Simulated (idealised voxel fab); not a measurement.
Process module under the name voxel released beams
The cross-section shown here is cut; it is 265 nm wide and divided into square cells measuring 5 nm on a side.
Square cells in a grid make up a cross-section in this document, and the grid is given as bands, listed from the top down, each one or more rows of cells. What a band's entry tells you: where the top is and where the bottom is, as heights in nm, and after that what lies inside, material by material from left to right, each with its width in nm. Empty space is written as the word "empty", and a single material marked with the word "throughout" occupies the band from edge to edge. Heights are measured from 0, the level below which the as-received wafer is all one material; the lowest band has no bottom and continues downward, written as in "top 0, no bottom". A two-number width, for instance "30..40", indicates that the width is equal to the first number in the top row of the band and to the second number in the bottom row, and that it changes by a constant amount per row of cells. Given "no change occurred" for a step, no cell of the cross-section differs between before and after that step. Empty spaces counting at least 8 cells and having no open way to the top are listed in "Sealed internal cavities". The notation width x height at distance is used for each, the distance being from the left edge and all three values in nm. after a step's settings: what the simulator itself notes on the step. On any step carrying a mask, the "overlay nm" setting, if present on the step's line, tells how far right of its planned place the mask lay; negative values point to the left.

**Below is the list of planned process steps**
1. RECEIVE, material Si
2. CONFORMAL_DEP, material SiN, thk nm 10
3. DIRECTIONAL_DEP, material SiO2, thk nm 15
4. DIRECTIONAL_DEP, material aC, thk nm 15
5. PATTERN, tone open, mask id ANCHOR, material resist, width nm 25, thk nm 35, overlay nm 0
6. DIRECTIONAL_ETCH, etch materials aC, depth nm 15
7. STRIP, etch materials resist
8. DIRECTIONAL_ETCH, etch materials SiO2, depth nm 15
9. STRIP, etch materials aC
10. CONFORMAL_DEP, material polySi, thk nm 10
11. PATTERN, tone cover, mask id BEAM, material resist, width nm 70, thk nm 20, overlay nm 0
12. DIRECTIONAL_ETCH, etch materials polySi, depth nm 10
13. STRIP, etch materials resist
14. STRIP, etch materials SiO2

**Concerning the first of two wafers, which was run in accordance with the plan**

**Cross-section of the wafer upon arrival, representing the state reached after step 1**
  top 0, no bottom = Si throughout
  Sealed internal cavities: none

**Upon completion of step 2, the wafer appears in cross-section as shown**
  top 10, bottom 0 = SiN throughout
  Unchanged below 0.

**Upon completion of step 3, the wafer appears in cross-section as shown**
  top 25, bottom 10 = SiO2 throughout
  Unchanged below 10.

**Upon completion of step 4, the wafer appears in cross-section as shown**
  top 40, bottom 25 = aC throughout
  Unchanged below 25.

**Upon completion of step 5, the wafer appears in cross-section as shown**
  top 75, bottom 40 = 100 of resist  25 of empty  140 of resist
  Unchanged below 40.

**Upon completion of step 6, the wafer appears in cross-section as shown**
  top 60, bottom 40 = 100 of resist  25 of empty  140 of resist
  top 40, bottom 25 = 100 of aC  25 of empty  140 of aC
  Unchanged below 25.

**Upon completion of step 7, the wafer appears in cross-section as shown**
  top 40, bottom 25 = 100 of aC  25 of empty  140 of aC
  Unchanged below 25.

**Upon completion of step 8, the wafer appears in cross-section as shown**
  top 40, bottom 25 = 100 of aC  25 of empty  140 of aC
  top 25, bottom 10 = 100 of SiO2  25 of empty  140 of SiO2
  Unchanged below 10.

**Upon completion of step 9, the wafer appears in cross-section as shown**
  top 25, bottom 10 = 100 of SiO2  25 of empty  140 of SiO2
  Unchanged below 10.

**Upon completion of step 10, the wafer appears in cross-section as shown**
  top 35, bottom 25 = 110 of polySi  5 of empty  150 of polySi
  top 25, bottom 20 = 100 of SiO2  10 of polySi  5 of empty  10 of polySi  140 of SiO2
  top 20, bottom 10 = 100 of SiO2  25 of polySi  140 of SiO2
  Unchanged below 10.

**Upon completion of step 11, the wafer appears in cross-section as shown**
  top 55, bottom 35 = 95 of empty  70 of resist  100 of empty
  top 35, bottom 25 = 110 of polySi  5 of resist  150 of polySi
  top 25, bottom 20 = 100 of SiO2  10 of polySi  5 of resist  10 of polySi  140 of SiO2
  Unchanged below 20.

**Upon completion of step 12, the wafer appears in cross-section as shown**
  top 55, bottom 35 = 95 of empty  70 of resist  100 of empty
  top 35, bottom 25 = 95 of empty  15 of polySi  5 of resist  50 of polySi  100 of empty
  Unchanged below 25.

**Upon completion of step 13, the wafer appears in cross-section as shown**
  top 35, bottom 25 = 95 of empty  15 of polySi  5 of empty  50 of polySi  100 of empty
  top 25, bottom 20 = 100 of SiO2  10 of polySi  5 of empty  10 of polySi  140 of SiO2
  Unchanged below 20.

**Upon completion of step 14, the wafer appears in cross-section as shown**
  top 35, bottom 25 = 95 of empty  15 of polySi  5 of empty  50 of polySi  100 of empty
  top 25, bottom 20 = 100 of empty  10 of polySi  5 of empty  10 of polySi  140 of empty
  top 20, bottom 10 = 100 of empty  25 of polySi  140 of empty
  Unchanged below 10.

**Second wafer. Start and plan as for the first. One mistake made in running. Agrees with the first up to and including step 1**

At the planned end of step 2, the second wafer in cross-section: no change occurred

**At the planned end of step 3, the second wafer in cross-section**
  top 15, bottom 0 = SiO2 throughout
  Unchanged below 0.

**At the planned end of step 4, the second wafer in cross-section**
  top 30, bottom 15 = aC throughout
  Unchanged below 15.

**At the planned end of step 5, the second wafer in cross-section**
  top 65, bottom 30 = 100 of resist  25 of empty  140 of resist
  Unchanged below 30.

**At the planned end of step 6, the second wafer in cross-section**
  top 50, bottom 30 = 100 of resist  25 of empty  140 of resist
  top 30, bottom 15 = 100 of aC  25 of empty  140 of aC
  Unchanged below 15.

**At the planned end of step 7, the second wafer in cross-section**
  top 30, bottom 15 = 100 of aC  25 of empty  140 of aC
  Unchanged below 15.

**At the planned end of step 8, the second wafer in cross-section**
  top 30, bottom 15 = 100 of aC  25 of empty  140 of aC
  top 15, bottom 0 = 100 of SiO2  25 of empty  140 of SiO2
  Unchanged below 0.

**At the planned end of step 9, the second wafer in cross-section**
  top 15, bottom 0 = 100 of SiO2  25 of empty  140 of SiO2
  Unchanged below 0.

**At the planned end of step 10, the second wafer in cross-section**
  top 25, bottom 15 = 110 of polySi  5 of empty  150 of polySi
  top 15, bottom 10 = 100 of SiO2  10 of polySi  5 of empty  10 of polySi  140 of SiO2
  top 10, bottom 0 = 100 of SiO2  25 of polySi  140 of SiO2
  Unchanged below 0.

**At the planned end of step 11, the second wafer in cross-section**
  top 45, bottom 25 = 95 of empty  70 of resist  100 of empty
  top 25, bottom 15 = 110 of polySi  5 of resist  150 of polySi
  top 15, bottom 10 = 100 of SiO2  10 of polySi  5 of resist  10 of polySi  140 of SiO2
  Unchanged below 10.

**At the planned end of step 12, the second wafer in cross-section**
  top 45, bottom 25 = 95 of empty  70 of resist  100 of empty
  top 25, bottom 15 = 95 of empty  15 of polySi  5 of resist  50 of polySi  100 of empty
  Unchanged below 15.

**At the planned end of step 13, the second wafer in cross-section**
  top 25, bottom 15 = 95 of empty  15 of polySi  5 of empty  50 of polySi  100 of empty
  top 15, bottom 10 = 100 of SiO2  10 of polySi  5 of empty  10 of polySi  140 of SiO2
  Unchanged below 10.

**At the planned end of step 14, the second wafer in cross-section**
  top 25, bottom 15 = 95 of empty  15 of polySi  5 of empty  50 of polySi  100 of empty
  top 15, bottom 10 = 100 of empty  10 of polySi  5 of empty  10 of polySi  140 of empty
  top 10, bottom 0 = 100 of empty  25 of polySi  140 of empty
  Unchanged below 0.
Run error: step 2 in the plan did not get run; it was skipped
FYI, end of process, the second wafer has more or fewer cells of some materials than the first: SiN -106
